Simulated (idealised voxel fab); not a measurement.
The process module presented herein is designated voxel lift off.
Xsec cut, 300 nm wide, square cell size 5 nm.
Think of the cross-section as a grid of square cells. We describe it in bands, top to bottom, and each band covers one or more rows of those cells.
Quick guide to a band line: top height, bottom height (nm) up front; then every material left to right with its width in nm. Only one material and it's marked "all across"? Then it fills the band edge to edge. And "empty" just means empty space.
Height is counted from the level 0, under which the received wafer is composed throughout of one material. The lowest of the bands is not closed at the bottom but continues downward, in the notation "from 0 down".
Think of "30->40" as a width that walks from the first number to the second as you go down the band, top row to bottom row, taking equal-sized steps from row to row.
No cell of the cross-section changed in a step that is given as "no alteration".
Each empty space that has no open way to the top and spans at least 8 cells appears under "Catalogued sealed voids" as width x height at distance, the distance counted from the left edge, all in nm.
On each step's line, the part that comes after the settings is the simulator's own comment on the step.
overlay nm, on a step with a mask: how far to the right of its planned place the mask lay; to the left if negative
The planned process steps are enumerated hereunder
step 1: RECEIVE,material Si
step 2: CONFORMAL_DEP,material SiN,thk nm 10
step 3: PATTERN,tone open,mask id LINES,material resist,width nm 25,pitch nm 45,thk nm 15,overlay nm 0
step 4: DIRECTIONAL_DEP,material Ru,thk nm 5
step 5: STRIP,etch materials resist
step 6: CONFORMAL_DEP,material SiCN,thk nm 5
Incoming wafer, cross-sectional view, post step 1
  from 0 down | Si all across
  Catalogued sealed voids: none
End state of the module in cross-section, given the above starting point and plan and one mistake in execution
  from 20 to 15 | 70 of empty | 30 of SiCN | 15 of empty | 30 of SiCN | 15 of empty | 30 of SiCN | 15 of empty | 30 of SiCN | 65 of empty
  from 15 to 10 | 75 of SiCN | 20 of Ru | 25 of SiCN | 20 of Ru | 25 of SiCN | 20 of Ru | 25 of SiCN | 20 of Ru | 70 of SiCN
  from 10 to 0 | SiN all across
  from 0 down | Si all across
  Catalogued sealed voids: none
Run error: step 3 did not use the planned setting and instead ran as PATTERN,tone open,mask id LINES,material resist,width nm 20,pitch nm 45,thk nm 15,overlay nm 0
